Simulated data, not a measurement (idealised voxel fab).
process module | voxel ribs on slabs
cross-section cut | 210 nm wide | cells 5 nm
A cross-section is a grid of square cells, given in bands from the top down. A band is one or more rows of cells.
Each band's line starts with the height of the band's top and of its bottom, in nm. Then come its materials from left to right, each with its width in nm. One material with "throughout" fills the band from edge to edge. "air" is empty space.
Height 0 is the level under which the wafer as received is all one material. The lowest band goes on downwards, as in "0 down".
A width such as "30 to 40" changes by the same amount from each row of cells to the next, from the band's top row to its bottom row.
"no change" after a step means that no cell of the cross-section changed.
closed voids: empty space of 8 cells or more with no open way to the top, each as width x height at its distance from the left edge, in nm
after a step's settings: what the simulator itself notes on the step
overlay nm, on a step with a mask: how far to the right of its planned place the mask lay; to the left if negative
plan
1 op RECEIVE | material Si
2 op DIRECTIONAL_DEP | material SiO2 | thk nm 20
3 op DIRECTIONAL_DEP | material polySi | thk nm 15
4 op PATTERN | tone cover | mask id RIB | material resist | width nm 15 | thk nm 15 | overlay nm 0
5 op DIRECTIONAL_ETCH | etch materials polySi | depth nm 10
6 op STRIP | etch materials resist
7 op MASKED_ETCH | tone cover | mask id SLAB | width nm 65 | etch materials polySi | depth nm 5 | overlay nm 0
8 op FILL_DEP | material SiO2 | thk nm 15
9 op CMP | height nm 45
10 op DIRECTIONAL_DEP | material W | thk nm 10
11 op DIRECTIONAL_DEP | material aC | thk nm 10
12 op PATTERN | tone cover | mask id HEATER | material resist | width nm 25 | thk nm 25 | overlay nm 0
13 op DIRECTIONAL_ETCH | etch materials aC | depth nm 10
14 op STRIP | etch materials resist
15 op DIRECTIONAL_ETCH | etch materials W | depth nm 10
16 op STRIP | etch materials aC
17 op CONFORMAL_DEP | material SiN | thk nm 5
as received, after step 1
  0 down: Si throughout
  closed voids: none
first wafer at the end, as planned
  60 to 55: air 85 | SiN 35 | air 90
  55 to 50: air 85 | SiN 5 | W 25 | SiN 5 | air 90
  50 to 45: SiN 90 | W 25 | SiN 95
  45 to 35: SiO2 throughout
  35 to 25: SiO2 95 | polySi 15 | SiO2 100
  25 to 20: SiO2 70 | polySi 65 | SiO2 75
  20 to 0: SiO2 throughout
  0 down: Si throughout
  closed voids: none
second wafer at the end: like start, like plan, one mistake
  60 to 55: air 85 | SiN 35 | air 90
  55 to 50: air 85 | SiN 5 | W 25 | SiN 5 | air 90
  50 to 45: SiN 90 | W 25 | SiN 95
  45 to 35: SiO2 95 to 70 | polySi 15 to 65 | SiO2 100 to 75
  35 to 20: polySi throughout
  20 to 0: SiO2 throughout
  0 down: Si throughout
  closed voids: none
what went wrong: step 3 was run twice
at the end the second wafer has, in cells: 123 fewer of SiO2 | 123 more of polySi
